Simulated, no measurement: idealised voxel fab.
process module | voxel self aligned contacts
cross-section cut | 190 nm wide | cells 5 nm
A cross-section is a grid of square cells, given in bands from the top down. A band is one or more rows of cells.
Each band's line starts with the height of the band's top and of its bottom, in nm. Then come its materials from left to right, each with its width in nm. One material with "throughout" fills the band from edge to edge. "air" is empty space.
Height 0 is the level under which the wafer as received is all one material. The lowest band goes on downwards, as in "0 down".
A width such as "30 to 40" changes by the same amount from each row of cells to the next, from the band's top row to its bottom row.
"no change" after a step means that no cell of the cross-section changed.
closed voids: empty space of 8 cells or more with no open way to the top, each as width x height at its distance from the left edge, in nm
after a step's settings: what the simulator itself notes on the step
overlay nm, on a step with a mask: how far to the right of its planned place the mask lay; to the left if negative
plan
1 op RECEIVE | material Si
2 op OXIDIZE | depth nm 5
3 op DIRECTIONAL_DEP | material polySi | thk nm 25
4 op DIRECTIONAL_DEP | material SiN | thk nm 25
5 op PATTERN | tone cover | mask id GATE | material resist | width nm 35 | pitch nm 80 | thk nm 20 | overlay nm 0
6 op DIRECTIONAL_ETCH | etch materials SiN | depth nm 25
7 op DIRECTIONAL_ETCH | etch materials polySi | depth nm 25
8 op STRIP | etch materials resist
9 op CONFORMAL_DEP | material SiN | thk nm 10
10 op DIRECTIONAL_ETCH | etch materials SiN | depth nm 10
11 op FILL_DEP | material SiO2 | thk nm 10
12 op CMP | height nm 55
13 op DIRECTIONAL_DEP | material aC | thk nm 15
14 op PATTERN | tone open | mask id CONTACT | material resist | width nm 55 | thk nm 35 | overlay nm 0
15 op DIRECTIONAL_ETCH | etch materials aC | depth nm 15
16 op STRIP | etch materials resist
17 op DIRECTIONAL_ETCH | etch materials SiO2 | depth nm 60
18 op STRIP | etch materials aC
19 op CONFORMAL_DEP | material TiN | thk nm 5
20 op FILL_DEP | material Ru | thk nm 5
21 op CMP | height nm 55
22 op CONFORMAL_DEP | material SiN | thk nm 5
as received, after step 1
  0 down: Si throughout
  closed voids: none
a wafer at the end: this start, this plan, one mistake
  60 to 55: SiN throughout
  55 to 50: Ru 20 | TiN 45 | SiO2 55 | TiN 45 | Ru 25
  50 to 25: Ru 20 | TiN 5 | SiN 55 | SiO2 25 | SiN 55 | TiN 5 | Ru 25
  25 to 0: Ru 20 | TiN 5 | SiN 10 | polySi 35 | SiN 10 | SiO2 25 | SiN 10 | polySi 35 | SiN 10 | TiN 5 | Ru 25
  0 to -5: TiN 25 | SiO2 135 | TiN 30
  -5 down: Si throughout
  closed voids: none
what went wrong: step 14 ran as: op PATTERN | tone cover | mask id CONTACT | material resist | width nm 55 | thk nm 35 | overlay nm 0
